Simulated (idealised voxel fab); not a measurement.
The document below concerns the process module designated voxel wiring stack.
Section cut is 175 nm wide and gridded with 5 nm square cells.
The cross-sections in this document take the form of a grid made of square cells. They are written out as bands, in order from top to bottom. Each band consists of one or more rows of cells.
For a band, the entry starts with two heights in nm, that of the top and then that of the bottom, and carries on with the band's materials in order from left to right, each alongside its width in nm; the word "edge to edge" beside a single material means it fills the band edge to edge, and "empty" means empty space.
All heights in this document are referenced to 0, defined as the level beneath which the wafer, as received, consists entirely of one material. The lowest band is not bounded below; it extends indefinitely downward and is written in the form "0 and below".
So if you see something like "30 to 40" for the width, read it as the top row of the band sitting at the first number and the bottom row at the second, with every row in between moving by the same amount as the last.
Where a step carries "nothing got changed", the cross-section came out of it unchanged, cell for cell.
Listed in "Sealed cavities": every empty space of 8 or more cells without an open way to the top. Form: width x height at distance, the distance being from the left edge, all in nm.
Read whatever lies past the settings on a step's line as the simulator's own remark about the step.
"overlay nm" denotes, for a step that has a mask, the displacement of the mask to the right of its planned place, with negative values corresponding to the left.
### The process steps that were planned are listed below
step 1: RECEIVE: material Si
step 2: CONFORMAL_DEP: material SiO2, thk nm 15
step 3: DIRECTIONAL_DEP: material TiN, thk nm 5
step 4: DIRECTIONAL_DEP: material Ru, thk nm 15
step 5: MASKED_ETCH: tone cover, mask id METAL_1, width nm 25, pitch nm 55, etch materials Ru, depth nm 15, overlay nm 0
step 6: MASKED_ETCH: tone cover, mask id METAL_1, width nm 25, pitch nm 55, etch materials TiN, depth nm 5, overlay nm 0
step 7: FILL_DEP: material lowk, thk nm 5
step 8: CMP: height nm 35
step 9: CONFORMAL_DEP: material SiCN, thk nm 5
step 10: DIRECTIONAL_DEP: material lowk, thk nm 10
step 11: DIRECTIONAL_DEP: material aC, thk nm 15
step 12: PATTERN: tone open, mask id PLUG_1, material resist, width nm 15, pitch nm 55, thk nm 30, overlay nm 0
step 13: DIRECTIONAL_ETCH: etch materials aC, depth nm 15
step 14: STRIP: etch materials resist
step 15: DIRECTIONAL_ETCH: etch materials lowk, depth nm 10
step 16: DIRECTIONAL_ETCH: etch materials SiCN, depth nm 5
step 17: STRIP: etch materials aC
step 18: CONFORMAL_DEP: material TiN, thk nm 5
step 19: FILL_DEP: material Ru, thk nm 5
step 20: CMP: height nm 50
step 21: CONFORMAL_DEP: material SiCN, thk nm 5
step 22: DIRECTIONAL_DEP: material SiO2, thk nm 15
step 23: PATTERN: tone open, mask id METAL_2, material resist, width nm 25, pitch nm 55, thk nm 15, overlay nm 0
step 24: DIRECTIONAL_ETCH: etch materials SiO2, depth nm 15
step 25: DIRECTIONAL_ETCH: etch materials SiCN, depth nm 5
step 26: STRIP: etch materials resist
step 27: CONFORMAL_DEP: material TiN, thk nm 5
step 28: FILL_DEP: material Ru, thk nm 5
step 29: CMP: height nm 70
step 30: CONFORMAL_DEP: material SiCN, thk nm 5
step 31: DIRECTIONAL_DEP: material SiO2, thk nm 30
step 32: MASKED_ETCH: tone open, mask id METAL_3_HOLES, width nm 15, etch materials SiO2, depth nm 30, overlay nm 0
step 33: MASKED_ETCH: tone open, mask id METAL_3, width nm 25, pitch nm 55, etch materials SiO2, depth nm 15, overlay nm 0
step 34: MASKED_ETCH: tone open, mask id METAL_3, width nm 25, pitch nm 55, etch materials SiCN, depth nm 5, overlay nm 0
step 35: CONFORMAL_DEP: material TiN, thk nm 5
step 36: FILL_DEP: material Ru, thk nm 5
step 37: CMP: height nm 105
step 38: CONFORMAL_DEP: material SiCN, thk nm 5
### First of two wafers: run as planned
### Here's what the wafer looked like in cross-section when it arrived - that's after step 1
0 and below | Si edge to edge
Sealed cavities: none
### How the wafer stands in section after step 2
15 down to 0 | SiO2 edge to edge
Whatever lies below 0 is exactly as it was before.
### How the wafer stands in section after step 3
20 down to 15 | TiN edge to edge
Whatever lies below 15 is exactly as it was before.
### How the wafer stands in section after step 4
35 down to 20 | Ru edge to edge
Whatever lies below 20 is exactly as it was before.
### How the wafer stands in section after step 5
35 down to 20 | empty=45, then Ru=25, then empty=30, then Ru=25, then empty=50
Whatever lies below 20 is exactly as it was before.
### How the wafer stands in section after step 6
35 down to 20 | empty=45, then Ru=25, then empty=30, then Ru=25, then empty=50
20 down to 15 | empty=45, then TiN=25, then empty=30, then TiN=25, then empty=50
Whatever lies below 15 is exactly as it was before.
### How the wafer stands in section after step 7
40 down to 35 | lowk edge to edge
35 down to 20 | lowk=45, then Ru=25, then lowk=30, then Ru=25, then lowk=50
20 down to 15 | lowk=45, then TiN=25, then lowk=30, then TiN=25, then lowk=50
Whatever lies below 15 is exactly as it was before.
### How the wafer stands in section after step 8
35 down to 20 | lowk=45, then Ru=25, then lowk=30, then Ru=25, then lowk=50
Whatever lies below 20 is exactly as it was before.
### How the wafer stands in section after step 9
40 down to 35 | SiCN edge to edge
Whatever lies below 35 is exactly as it was before.
### How the wafer stands in section after step 10
50 down to 40 | lowk edge to edge
Whatever lies below 40 is exactly as it was before.
### How the wafer stands in section after step 11
65 down to 50 | aC edge to edge
Whatever lies below 50 is exactly as it was before.
### How the wafer stands in section after step 12
95 down to 65 | resist=45, then empty=15, then resist=40, then empty=15, then resist=60
Whatever lies below 65 is exactly as it was before.
### How the wafer stands in section after step 13
80 down to 65 | resist=45, then empty=15, then resist=40, then empty=15, then resist=60
65 down to 50 | aC=45, then empty=15, then aC=40, then empty=15, then aC=60
Whatever lies below 50 is exactly as it was before.
### How the wafer stands in section after step 14
65 down to 50 | aC=45, then empty=15, then aC=40, then empty=15, then aC=60
Whatever lies below 50 is exactly as it was before.
### How the wafer stands in section after step 15
65 down to 50 | aC=45, then empty=15, then aC=40, then empty=15, then aC=60
50 down to 40 | lowk=45, then empty=15, then lowk=40, then empty=15, then lowk=60
Whatever lies below 40 is exactly as it was before.
### How the wafer stands in section after step 16
65 down to 50 | aC=45, then empty=15, then aC=40, then empty=15, then aC=60
50 down to 40 | lowk=45, then empty=15, then lowk=40, then empty=15, then lowk=60
40 down to 35 | SiCN=45, then empty=15, then SiCN=40, then empty=15, then SiCN=60
Whatever lies below 35 is exactly as it was before.
### How the wafer stands in section after step 17
50 down to 40 | lowk=45, then empty=15, then lowk=40, then empty=15, then lowk=60
Whatever lies below 40 is exactly as it was before.
### How the wafer stands in section after step 18
55 down to 50 | TiN=50, then empty=5, then TiN=50, then empty=5, then TiN=65
50 down to 40 | lowk=45, then TiN=5, then empty=5, then TiN=5, then lowk=40, then TiN=5, then empty=5, then TiN=5, then lowk=60
40 down to 35 | SiCN=45, then TiN=15, then SiCN=40, then TiN=15, then SiCN=60
Whatever lies below 35 is exactly as it was before.
### How the wafer stands in section after step 19
60 down to 55 | Ru edge to edge
55 down to 50 | TiN=50, then Ru=5, then TiN=50, then Ru=5, then TiN=65
50 down to 40 | lowk=45, then TiN=5, then Ru=5, then TiN=5, then lowk=40, then TiN=5, then Ru=5, then TiN=5, then lowk=60
Whatever lies below 40 is exactly as it was before.
### How the wafer stands in section after step 20
50 down to 40 | lowk=45, then TiN=5, then Ru=5, then TiN=5, then lowk=40, then TiN=5, then Ru=5, then TiN=5, then lowk=60
Whatever lies below 40 is exactly as it was before.
### How the wafer stands in section after step 21
55 down to 50 | SiCN edge to edge
Whatever lies below 50 is exactly as it was before.
### How the wafer stands in section after step 22
70 down to 55 | SiO2 edge to edge
Whatever lies below 55 is exactly as it was before.
### How the wafer stands in section after step 23
85 down to 70 | resist=45, then empty=25, then resist=30, then empty=25, then resist=50
Whatever lies below 70 is exactly as it was before.
### How the wafer stands in section after step 24
85 down to 70 | resist=45, then empty=25, then resist=30, then empty=25, then resist=50
70 down to 55 | SiO2=45, then empty=25, then SiO2=30, then empty=25, then SiO2=50
Whatever lies below 55 is exactly as it was before.
### How the wafer stands in section after step 25
85 down to 70 | resist=45, then empty=25, then resist=30, then empty=25, then resist=50
70 down to 55 | SiO2=45, then empty=25, then SiO2=30, then empty=25, then SiO2=50
55 down to 50 | SiCN=45, then empty=25, then SiCN=30, then empty=25, then SiCN=50
Whatever lies below 50 is exactly as it was before.
### How the wafer stands in section after step 26
70 down to 55 | SiO2=45, then empty=25, then SiO2=30, then empty=25, then SiO2=50
Whatever lies below 55 is exactly as it was before.
### How the wafer stands in section after step 27
75 down to 70 | TiN=50, then empty=15, then TiN=40, then empty=15, then TiN=55
70 down to 55 | SiO2=45, then TiN=5, then empty=15, then TiN=5, then SiO2=30, then TiN=5, then empty=15, then TiN=5, then SiO2=50
55 down to 50 | SiCN=45, then TiN=25, then SiCN=30, then TiN=25, then SiCN=50
Whatever lies below 50 is exactly as it was before.
### How the wafer stands in section after step 28
80 down to 75 | Ru edge to edge
75 down to 70 | TiN=50, then Ru=15, then TiN=40, then Ru=15, then TiN=55
70 down to 55 | SiO2=45, then TiN=5, then Ru=15, then TiN=5, then SiO2=30, then TiN=5, then Ru=15, then TiN=5, then SiO2=50
Whatever lies below 55 is exactly as it was before.
### How the wafer stands in section after step 29
70 down to 55 | SiO2=45, then TiN=5, then Ru=15, then TiN=5, then SiO2=30, then TiN=5, then Ru=15, then TiN=5, then SiO2=50
Whatever lies below 55 is exactly as it was before.
### How the wafer stands in section after step 30
75 down to 70 | SiCN edge to edge
Whatever lies below 70 is exactly as it was before.
### How the wafer stands in section after step 31
105 down to 75 | SiO2 edge to edge
Whatever lies below 75 is exactly as it was before.
### How the wafer stands in section after step 32
105 down to 75 | SiO2=45, then empty=15, then SiO2=115
Whatever lies below 75 is exactly as it was before.
### How the wafer stands in section after step 33
105 down to 90 | SiO2=45, then empty=25, then SiO2=30, then empty=25, then SiO2=50
Whatever lies below 90 is exactly as it was before.
### How the wafer stands in section after step 34
105 down to 90 | SiO2=45, then empty=25, then SiO2=30, then empty=25, then SiO2=50
90 down to 75 | SiO2=45, then empty=15, then SiO2=115
75 down to 70 | SiCN=45, then empty=15, then SiCN=115
Whatever lies below 70 is exactly as it was before.
### How the wafer stands in section after step 35
110 down to 105 | TiN=50, then empty=15, then TiN=40, then empty=15, then TiN=55
105 down to 95 | SiO2=45, then TiN=5, then empty=15, then TiN=5, then SiO2=30, then TiN=5, then empty=15, then TiN=5, then SiO2=50
95 down to 90 | SiO2=45, then TiN=5, then empty=5, then TiN=15, then SiO2=30, then TiN=25, then SiO2=50
90 down to 75 | SiO2=45, then TiN=5, then empty=5, then TiN=5, then SiO2=115
75 down to 70 | SiCN=45, then TiN=15, then SiCN=115
Whatever lies below 70 is exactly as it was before.
### How the wafer stands in section after step 36
115 down to 110 | Ru edge to edge
110 down to 105 | TiN=50, then Ru=15, then TiN=40, then Ru=15, then TiN=55
105 down to 95 | SiO2=45, then TiN=5, then Ru=15, then TiN=5, then SiO2=30, then TiN=5, then Ru=15, then TiN=5, then SiO2=50
95 down to 90 | SiO2=45, then TiN=5, then Ru=5, then TiN=15, then SiO2=30, then TiN=25, then SiO2=50
90 down to 75 | SiO2=45, then TiN=5, then Ru=5, then TiN=5, then SiO2=115
Whatever lies below 75 is exactly as it was before.
### How the wafer stands in section after step 37
105 down to 95 | SiO2=45, then TiN=5, then Ru=15, then TiN=5, then SiO2=30, then TiN=5, then Ru=15, then TiN=5, then SiO2=50
Whatever lies below 95 is exactly as it was before.
### How the wafer stands in section after step 38
110 down to 105 | SiCN edge to edge
Whatever lies below 105 is exactly as it was before.
### Wafer two of the pair: same origin, same plan, one error during the run; identical to wafer one up to and including step 28
### Cross-section of the second wafer at the time by which step 29 should have been completed according to the plan
60 down to 55 | SiO2=45, then TiN=5, then Ru=15, then TiN=5, then SiO2=30, then TiN=5, then Ru=15, then TiN=5, then SiO2=50
Whatever lies below 55 is exactly as it was before.
### Cross-section of the second wafer at the time by which step 30 should have been completed according to the plan
65 down to 60 | SiCN edge to edge
Whatever lies below 60 is exactly as it was before.
### Cross-section of the second wafer at the time by which step 31 should have been completed according to the plan
95 down to 65 | SiO2 edge to edge
Whatever lies below 65 is exactly as it was before.
### Cross-section of the second wafer at the time by which step 32 should have been completed according to the plan
95 down to 65 | SiO2=45, then empty=15, then SiO2=115
Whatever lies below 65 is exactly as it was before.
### Cross-section of the second wafer at the time by which step 33 should have been completed according to the plan
95 down to 80 | SiO2=45, then empty=25, then SiO2=30, then empty=25, then SiO2=50
Whatever lies below 80 is exactly as it was before.
### Cross-section of the second wafer at the time by which step 34 should have been completed according to the plan
95 down to 80 | SiO2=45, then empty=25, then SiO2=30, then empty=25, then SiO2=50
80 down to 65 | SiO2=45, then empty=15, then SiO2=115
65 down to 60 | SiCN=45, then empty=15, then SiCN=115
Whatever lies below 60 is exactly as it was before.
### Cross-section of the second wafer at the time by which step 35 should have been completed according to the plan
100 down to 95 | TiN=50, then empty=15, then TiN=40, then empty=15, then TiN=55
95 down to 85 | SiO2=45, then TiN=5, then empty=15, then TiN=5, then SiO2=30, then TiN=5, then empty=15, then TiN=5, then SiO2=50
85 down to 80 | SiO2=45, then TiN=5, then empty=5, then TiN=15, then SiO2=30, then TiN=25, then SiO2=50
80 down to 65 | SiO2=45, then TiN=5, then empty=5, then TiN=5, then SiO2=115
65 down to 60 | SiCN=45, then TiN=15, then SiCN=115
Whatever lies below 60 is exactly as it was before.
### Cross-section of the second wafer at the time by which step 36 should have been completed according to the plan
105 down to 100 | Ru edge to edge
100 down to 95 | TiN=50, then Ru=15, then TiN=40, then Ru=15, then TiN=55
95 down to 85 | SiO2=45, then TiN=5, then Ru=15, then TiN=5, then SiO2=30, then TiN=5, then Ru=15, then TiN=5, then SiO2=50
85 down to 80 | SiO2=45, then TiN=5, then Ru=5, then TiN=15, then SiO2=30, then TiN=25, then SiO2=50
80 down to 65 | SiO2=45, then TiN=5, then Ru=5, then TiN=5, then SiO2=115
Whatever lies below 65 is exactly as it was before.
Cross-section of the second wafer at the time by which step 37 should have been completed according to the plan: nothing got changed
### Cross-section of the second wafer at the time by which step 38 should have been completed according to the plan
110 down to 105 | SiCN edge to edge
Whatever lies below 105 is exactly as it was before.
Against the plan, the run slipped here: step 29 deviated from plan and actually ran as CMP: height nm 60
Final difference in cells, second wafer against first, listed per material as more or fewer: +29 Ru; -50 SiO2; +21 TiN
